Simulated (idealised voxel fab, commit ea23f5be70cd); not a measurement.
Process module, titled voxel tone inversion
Pictured: cross-section cut, 175 nm wide, on a grid of 5 nm square cells.
For the purposes of this document, a cross-section shall be understood as a grid of square cells, specified as bands listed in top-to-bottom order, each band consisting of one or more rows of cells.
Band: top and bottom heights (nm) first, top before bottom; then materials from left to right, widths in nm. "everywhere" marks a sole material filling the band edge to edge. "empty" denotes empty space.
It should be noted that heights are counted from 0, beneath which the wafer as supplied is of one material throughout, and that the lowest band possesses no lower boundary but continues downward, as written in "0..down".
Note: "30->40" means the width goes from the first number (top row of the band) to the second number (bottom row) in equal steps per row of cells.
No cell of the cross-section changed in a step that is given as "nothing got changed".
Each empty space that has no open way to the top and spans at least 8 cells appears under "Entrapped void list" as width x height at distance, the distance counted from the left edge, all in nm.
Read whatever lies past the settings on a step's line as the simulator's own remark about the step.
Regarding "overlay nm": on a step with a mask, it is the distance the mask lay to the right of its planned place; a negative value places it to the left.
These are the steps we planned for the process
1. RECEIVE with material Si
2. CONFORMAL_DEP with material SiCN, thk nm 10
3. DIRECTIONAL_DEP with material polySi, thk nm 25
4. PATTERN with tone cover, mask id POSTS, material resist, width nm 25, pitch nm 45, thk nm 30, overlay nm 0
5. DIRECTIONAL_ETCH with etch materials polySi, depth nm 25
6. STRIP with etch materials resist
7. FILL_DEP with material lowk, thk nm 5
8. CMP with height nm 35
9. STRIP with etch materials polySi
Shown in cross-section is the wafer as received, that is, as it stands after step 1
* 0..down  Si everywhere
* Entrapped void list: none
Result of the module, cross-sectioned: start per above, plan per above, one error in how it was run
* 35..10  empty=30  lowk=25  empty=20  lowk=25  empty=20  lowk=25  empty=30
* 10..0  SiCN everywhere
* 0..down  Si everywhere
* Entrapped void list: none
Want to know what went wrong? contrary to plan, step 4 was performed as PATTERN with tone open, mask id POSTS, material resist, width nm 25, pitch nm 45, thk nm 30, overlay nm 0
